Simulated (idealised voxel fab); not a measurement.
process module | voxel self aligned contacts
cross-section cut | 250 nm wide | cells 5 nm
A cross-section is a grid of square cells, given in bands from the top down. A band is one or more rows of cells.
Each band's line starts with the height of the band's top and of its bottom, in nm. Then come its materials from left to right, each with its width in nm. One material with "throughout" fills the band from edge to edge. "air" is empty space.
Height 0 is the level under which the wafer as received is all one material. The lowest band goes on downwards, as in "0 down".
A width such as "30 to 40" changes by the same amount from each row of cells to the next, from the band's top row to its bottom row.
"no change" after a step means that no cell of the cross-section changed.
closed voids: empty space of 8 cells or more with no open way to the top, each as width x height at its distance from the left edge, in nm
after a step's settings: what the simulator itself notes on the step
overlay nm, on a step with a mask: how far to the right of its planned place the mask lay; to the left if negative
plan
1 op RECEIVE | material Si
2 op CONFORMAL_DEP | material SiO2 | thk nm 5
3 op DIRECTIONAL_DEP | material polySi | thk nm 30
4 op DIRECTIONAL_DEP | material SiN | thk nm 20
5 op MASKED_ETCH | tone cover | mask id GATE | width nm 25 | pitch nm 65 | etch materials SiN | depth nm 20 | overlay nm 0
6 op MASKED_ETCH | tone cover | mask id GATE | width nm 25 | pitch nm 65 | etch materials polySi | depth nm 30 | overlay nm 0
7 op CONFORMAL_DEP | material SiN | thk nm 10
8 op DIRECTIONAL_ETCH | etch materials SiN | depth nm 10
9 op FILL_DEP | material SiO2 | thk nm 15
10 op CMP | height nm 60
11 op PATTERN | tone open | mask id CONTACT | material resist | width nm 50 | pitch nm 65 | thk nm 20 | overlay nm -15
12 op DIRECTIONAL_ETCH | etch materials SiO2 | depth nm 60
13 op STRIP | etch materials resist
14 op CONFORMAL_DEP | material TiN | thk nm 5
15 op FILL_DEP | material W | thk nm 5
16 op CMP | height nm 60
17 op CONFORMAL_DEP | material SiN | thk nm 5
varied across the wafers: overlay nm of step 11. The plan shows the first wafer's value. All wafers start alike
first wafer as received, after step 1
  0 down: Si throughout
  closed voids: none
each wafer at the end: cells of each material gained (+) or lost (-) since it was received, then its closed voids
overlay nm -15 | +230 SiN | +222 SiO2 | +64 TiN | +44 W | +90 polySi | closed voids: none
overlay nm -10 | +230 SiN | +222 SiO2 | +64 TiN | +44 W | +90 polySi | closed voids: none
overlay nm -5 | +230 SiN | +222 SiO2 | +64 TiN | +44 W | +90 polySi | closed voids: none
overlay nm 0 | +230 SiN | +222 SiO2 | +64 TiN | +44 W | +90 polySi | closed voids: none
overlay nm 5 | +230 SiN | +222 SiO2 | +64 TiN | +44 W | +90 polySi | closed voids: none
overlay nm 10 | +230 SiN | +222 SiO2 | +64 TiN | +44 W | +90 polySi | closed voids: none
overlay nm 15 | +230 SiN | +222 SiO2 | +64 TiN | +44 W | +90 polySi | closed voids: none
